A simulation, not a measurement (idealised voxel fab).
This section sets out a process module, namely voxel tone inversion.
Square cell edge 5 nm, section width 235 nm, ID cut.
Bands, listed from the top down, are how a cross-section gets written in this document; the cross-section itself is a grid of square cells, and a band is one or more rows of them. What a band's entry tells you: where the top is and where the bottom is, as heights in nm, and after that what lies inside, material by material from left to right, each with its width in nm. Empty space is written as the word "empty", and a single material marked with the word "throughout" occupies the band from edge to edge. A quick word on heights: they are counted from 0, and under that level the wafer as it came to us is one material throughout. The lowest band is different from the rest in having no bottom; it simply continues downward, written as in "0..down". The notation "30..40" denotes a width that varies across the rows of cells in the band, beginning at the first number in the top row, finishing at the second number in the bottom row, and changing by an identical amount from each row to the next. Step marked "no modifications"? Then no cell in the cross-section changed in it. "Closed void table": empty spaces of 8 cells or more with no open way to the top, each given as width x height at distance, distance from the left edge, all in nm. Whatever follows a step's settings on its line is a remark the simulator itself makes about that step. "overlay nm" denotes, for a step that has a mask, the displacement of the mask to the right of its planned place, with negative values corresponding to the left.

Planned process steps:
1: RECEIVE [material Si]
2: CONFORMAL_DEP [material SiCN] [thk nm 5]
3: DIRECTIONAL_DEP [material aC] [thk nm 20]
4: PATTERN [tone cover] [mask id POSTS] [material resist] [width nm 20] [pitch nm 40] [thk nm 30] [overlay nm 0]
5: DIRECTIONAL_ETCH [etch materials aC] [depth nm 20]
6: STRIP [etch materials resist]
7: FILL_DEP [material SiO2] [thk nm 10]
8: CMP [height nm 25]
9: STRIP [etch materials aC]
10: CONFORMAL_DEP [material TiN] [thk nm 5]
11: FILL_DEP [material Ru] [thk nm 10]
12: CMP [height nm 25]
13: CONFORMAL_DEP [material SiCN] [thk nm 5]

Delivered wafer in cross-section: state after step 1:
	0..down: Si throughout
	Closed void table: none

Post-module cross-section: identical start and plan to those above, one misstep in execution:
	30..25: SiCN throughout
	25..10: SiO2 80 / TiN 5 / Ru 10 / TiN 5 / SiO2 20 / TiN 5 / Ru 10 / TiN 5 / SiO2 95
	10..5: SiO2 80 / TiN 20 / SiO2 20 / TiN 20 / SiO2 95
	5..0: SiCN throughout
	0..down: Si throughout
	Closed void table: none
Deviation from plan: heads up, step 4 didn't go per plan, it actually ran as PATTERN [tone cover] [mask id POSTS] [material resist] [width nm 20] [pitch nm 40] [thk nm 30] [overlay nm -5]
